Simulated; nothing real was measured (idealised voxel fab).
Herein follows the process module entitled voxel quadruple lines.
Square cells of 5 nm make up the cross-section cut, whose width is 290 nm.
A cross-section is written here as square cells arranged in a grid, and it is given in bands from the top down, each band taking up one or more rows of cells. The entry gives the band's vertical extent as a top height and a bottom height in nm, then its horizontal make-up as materials from left to right, each with a width in nm. "blank" stands for empty space; a single material marked "everywhere" fills the band edge to edge. Heights from 0 (as-received wafer is one material below). Bottom band endless downward, as "top 0, no bottom". Width "30 to 40": first value at the band's top row of cells, second value at its bottom row, equal change from row to row. You'll sometimes find "stayed the same" written for a step, and that's the way of saying that nowhere in the cross-section did a cell change during that step. Listed in "Unvented internal voids": every empty space of 8 or more cells without an open way to the top. Form: width x height at distance, the distance being from the left edge, all in nm. That trailing text on a step's line, after the settings, is the simulator's own remark on the step. overlay nm: how far to the right of its planned place the mask lay on this masked step (negative: to the left).

Here's what the planned process steps look like
| 1 | RECEIVE,material Si |
| 2 | CONFORMAL_DEP,material SiO2,thk nm 10 |
| 3 | DIRECTIONAL_DEP,material TiN,thk nm 15 |
| 4 | DIRECTIONAL_DEP,material polySi,thk nm 20 |
| 5 | DIRECTIONAL_DEP,material aC,thk nm 20 |
| 6 | PATTERN,tone cover,mask id MANDREL,material resist,width nm 35,thk nm 25,overlay nm 0 |
| 7 | DIRECTIONAL_ETCH,etch materials aC,depth nm 20 |
| 8 | STRIP,etch materials resist |
| 9 | CONFORMAL_DEP,material SiO2,thk nm 15 |
| 10 | DIRECTIONAL_ETCH,etch materials SiO2,depth nm 15 |
| 11 | STRIP,etch materials aC |
| 12 | DIRECTIONAL_ETCH,etch materials polySi,depth nm 20 |
| 13 | STRIP,etch materials SiO2 |
| 14 | CONFORMAL_DEP,material SiN,thk nm 10 |
| 15 | DIRECTIONAL_ETCH,etch materials SiN,depth nm 10 |
| 16 | STRIP,etch materials polySi |
| 17 | DIRECTIONAL_ETCH,etch materials TiN,depth nm 15 |
| 18 | STRIP,etch materials SiN |
| 19 | FILL_DEP,material lowk,thk nm 10 |
| 20 | CMP,height nm 25 |

Incoming wafer in cross-section (state: after step 1)
- top 0, no bottom | Si everywhere
- Unvented internal voids: none

Cross-sectional view of the first of the two wafers upon completion of the module, processed in accordance with the plan
- top 25, bottom 10 | 100 of lowk, 10 of TiN, 15 of lowk, 10 of TiN, 15 of lowk, 10 of TiN, 15 of lowk, 10 of TiN, 105 of lowk
- top 10, bottom 0 | SiO2 everywhere
- top 0, no bottom | Si everywhere
- Unvented internal voids: none

Wafer two (of two), end-of-module cross-section: start = wafer one, plan = wafer one, one run mistake
- top 25, bottom 10 | 115 of lowk, 10 of TiN, 15 of lowk, 5 of TiN, 15 of lowk, 10 of TiN, 120 of lowk
- top 10, bottom 0 | SiO2 everywhere
- top 0, no bottom | Si everywhere
- Unvented internal voids: none
Deviation noted in wafer processing: not per plan at step 6, really ran PATTERN,tone open,mask id MANDREL,material resist,width nm 35,thk nm 25,overlay nm 0
Once processing is complete, comparing cell counts shows that the second wafer has more or fewer of certain materials than the first: TiN: 9 fewer | lowk: 9 more
